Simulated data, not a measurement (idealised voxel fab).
The process module that follows is named voxel spacer lines.
For reference, the cross-section in this document is cut, with width 235 nm and square cells of 5 nm.
A cross-section is written here as square cells arranged in a grid, and it is given in bands from the top down, each band taking up one or more rows of cells. Band: top and bottom heights (nm) first, top before bottom; then materials from left to right, widths in nm. "full width" marks a sole material filling the band edge to edge. "air" denotes empty space. Height reference: 0 = level under which incoming wafer is all one material. Lowest band: no bottom, runs on downward, e.g. "top 0, no bottom". Think of "30..40" as a width that walks from the first number to the second as you go down the band, top row to bottom row, taking equal-sized steps from row to row. It should be understood that the words "changes: none", when stated for a given step, signify that the cross-section underwent no change in any of its cells during that step. "Sealed internal cavities" contains a list of empty spaces, each no smaller than 8 cells and without an open way to the top, written in the form width x height at distance with the distance from the left edge and all three in nm. Note: text after step settings on the step line = simulator remark on that step. A step line may carry the setting "overlay nm", which, for steps involving a mask, states the distance by which the mask lay to the right of its intended position; negative values denote displacement to the left.
[The process steps that were planned are listed below]
| 1 | RECEIVE with material Si |
| 2 | CONFORMAL_DEP with material Al2O3, thk nm 5 |
| 3 | DIRECTIONAL_DEP with material W, thk nm 20 |
| 4 | DIRECTIONAL_DEP with material polySi, thk nm 30 |
| 5 | PATTERN with tone cover, mask id MANDREL, material resist, width nm 20, pitch nm 60, thk nm 35, overlay nm 0 |
| 6 | DIRECTIONAL_ETCH with etch materials polySi, depth nm 30 |
| 7 | STRIP with etch materials resist |
| 8 | CONFORMAL_DEP with material SiO2, thk nm 10 |
| 9 | DIRECTIONAL_ETCH with etch materials SiO2, depth nm 10 |
| 10 | STRIP with etch materials polySi |
| 11 | DIRECTIONAL_ETCH with etch materials W, depth nm 20 |
| 12 | STRIP with etch materials SiO2 |
| 13 | FILL_DEP with material SiO2, thk nm 5 |
| 14 | CMP with height nm 25 |
[Below: the first of two wafers, run as planned]
[Cross-section of the wafer at receipt, which is the condition after step 1]
  top 0, no bottom  Si full width
  Sealed internal cavities: none
[Cross-section through the wafer, step 2 finished]
  top 5, bottom 0  Al2O3 full width
  Note: structure below 0 unchanged.
[Cross-section through the wafer, step 3 finished]
  top 25, bottom 5  W full width
  Note: structure below 5 unchanged.
[Cross-section through the wafer, step 4 finished]
  top 55, bottom 25  polySi full width
  Note: structure below 25 unchanged.
[Cross-section through the wafer, step 5 finished]
  top 90, bottom 55  air 75 nm / resist 20 nm / air 40 nm / resist 20 nm / air 80 nm
  Note: structure below 55 unchanged.
[Cross-section through the wafer, step 6 finished]
  top 90, bottom 55  air 75 nm / resist 20 nm / air 40 nm / resist 20 nm / air 80 nm
  top 55, bottom 25  air 75 nm / polySi 20 nm / air 40 nm / polySi 20 nm / air 80 nm
  Note: structure below 25 unchanged.
[Cross-section through the wafer, step 7 finished]
  top 55, bottom 25  air 75 nm / polySi 20 nm / air 40 nm / polySi 20 nm / air 80 nm
  Note: structure below 25 unchanged.
[Cross-section through the wafer, step 8 finished]
  top 65, bottom 55  air 65 nm / SiO2 40 nm / air 20 nm / SiO2 40 nm / air 70 nm
  top 55, bottom 35  air 65 nm / SiO2 10 nm / polySi 20 nm / SiO2 10 nm / air 20 nm / SiO2 10 nm / polySi 20 nm / SiO2 10 nm / air 70 nm
  top 35, bottom 25  SiO2 75 nm / polySi 20 nm / SiO2 40 nm / polySi 20 nm / SiO2 80 nm
  Note: structure below 25 unchanged.
[Cross-section through the wafer, step 9 finished]
  top 55, bottom 25  air 65 nm / SiO2 10 nm / polySi 20 nm / SiO2 10 nm / air 20 nm / SiO2 10 nm / polySi 20 nm / SiO2 10 nm / air 70 nm
  Note: structure below 25 unchanged.
[Cross-section through the wafer, step 10 finished]
  top 55, bottom 25  air 65 nm / SiO2 10 nm / air 20 nm / SiO2 10 nm / air 20 nm / SiO2 10 nm / air 20 nm / SiO2 10 nm / air 70 nm
  Note: structure below 25 unchanged.
[Cross-section through the wafer, step 11 finished]
  top 55, bottom 25  air 65 nm / SiO2 10 nm / air 20 nm / SiO2 10 nm / air 20 nm / SiO2 10 nm / air 20 nm / SiO2 10 nm / air 70 nm
  top 25, bottom 5  air 65 nm / W 10 nm / air 20 nm / W 10 nm / air 20 nm / W 10 nm / air 20 nm / W 10 nm / air 70 nm
  Note: structure below 5 unchanged.
[Cross-section through the wafer, step 12 finished]
  top 25, bottom 5  air 65 nm / W 10 nm / air 20 nm / W 10 nm / air 20 nm / W 10 nm / air 20 nm / W 10 nm / air 70 nm
  Note: structure below 5 unchanged.
[Cross-section through the wafer, step 13 finished]
  top 30, bottom 25  SiO2 full width
  top 25, bottom 5  SiO2 65 nm / W 10 nm / SiO2 20 nm / W 10 nm / SiO2 20 nm / W 10 nm / SiO2 20 nm / W 10 nm / SiO2 70 nm
  Note: structure below 5 unchanged.
[Cross-section through the wafer, step 14 finished]
  top 25, bottom 5  SiO2 65 nm / W 10 nm / SiO2 20 nm / W 10 nm / SiO2 20 nm / W 10 nm / SiO2 20 nm / W 10 nm / SiO2 70 nm
  Note: structure below 5 unchanged.
[Wafer two: like wafer one in start and plan, but with one mistake in execution; identical up to and including step 4]
[Cross-section of the second wafer at the time by which step 5 should have been completed according to the plan]
  top 90, bottom 55  air 70 nm / resist 20 nm / air 40 nm / resist 20 nm / air 85 nm
  Note: structure below 55 unchanged.
[Cross-section of the second wafer at the time by which step 6 should have been completed according to the plan]
  top 90, bottom 55  air 70 nm / resist 20 nm / air 40 nm / resist 20 nm / air 85 nm
  top 55, bottom 25  air 70 nm / polySi 20 nm / air 40 nm / polySi 20 nm / air 85 nm
  Note: structure below 25 unchanged.
[Cross-section of the second wafer at the time by which step 7 should have been completed according to the plan]
  top 55, bottom 25  air 70 nm / polySi 20 nm / air 40 nm / polySi 20 nm / air 85 nm
  Note: structure below 25 unchanged.
[Cross-section of the second wafer at the time by which step 8 should have been completed according to the plan]
  top 65, bottom 55  air 60 nm / SiO2 40 nm / air 20 nm / SiO2 40 nm / air 75 nm
  top 55, bottom 35  air 60 nm / SiO2 10 nm / polySi 20 nm / SiO2 10 nm / air 20 nm / SiO2 10 nm / polySi 20 nm / SiO2 10 nm / air 75 nm
  top 35, bottom 25  SiO2 70 nm / polySi 20 nm / SiO2 40 nm / polySi 20 nm / SiO2 85 nm
  Note: structure below 25 unchanged.
[Cross-section of the second wafer at the time by which step 9 should have been completed according to the plan]
  top 55, bottom 25  air 60 nm / SiO2 10 nm / polySi 20 nm / SiO2 10 nm / air 20 nm / SiO2 10 nm / polySi 20 nm / SiO2 10 nm / air 75 nm
  Note: structure below 25 unchanged.
[Cross-section of the second wafer at the time by which step 10 should have been completed according to the plan]
  top 55, bottom 25  air 60 nm / SiO2 10 nm / air 20 nm / SiO2 10 nm / air 20 nm / SiO2 10 nm / air 20 nm / SiO2 10 nm / air 75 nm
  Note: structure below 25 unchanged.
[Cross-section of the second wafer at the time by which step 11 should have been completed according to the plan]
  top 55, bottom 25  air 60 nm / SiO2 10 nm / air 20 nm / SiO2 10 nm / air 20 nm / SiO2 10 nm / air 20 nm / SiO2 10 nm / air 75 nm
  top 25, bottom 5  air 60 nm / W 10 nm / air 20 nm / W 10 nm / air 20 nm / W 10 nm / air 20 nm / W 10 nm / air 75 nm
  Note: structure below 5 unchanged.
[Cross-section of the second wafer at the time by which step 12 should have been completed according to the plan]
  top 25, bottom 5  air 60 nm / W 10 nm / air 20 nm / W 10 nm / air 20 nm / W 10 nm / air 20 nm / W 10 nm / air 75 nm
  Note: structure below 5 unchanged.
[Cross-section of the second wafer at the time by which step 13 should have been completed according to the plan]
  top 30, bottom 25  SiO2 full width
  top 25, bottom 5  SiO2 60 nm / W 10 nm / SiO2 20 nm / W 10 nm / SiO2 20 nm / W 10 nm / SiO2 20 nm / W 10 nm / SiO2 75 nm
  Note: structure below 5 unchanged.
[Cross-section of the second wafer at the time by which step 14 should have been completed according to the plan]
  top 25, bottom 5  SiO2 60 nm / W 10 nm / SiO2 20 nm / W 10 nm / SiO2 20 nm / W 10 nm / SiO2 20 nm / W 10 nm / SiO2 75 nm
  Note: structure below 5 unchanged.
What was the processing mistake? contrary to plan, step 5 was performed as PATTERN with tone cover, mask id MANDREL, material resist, width nm 20, pitch nm 60, thk nm 35, overlay nm -5
The two final wafers agree on how many cells each material fills and disagree on which cells those are.
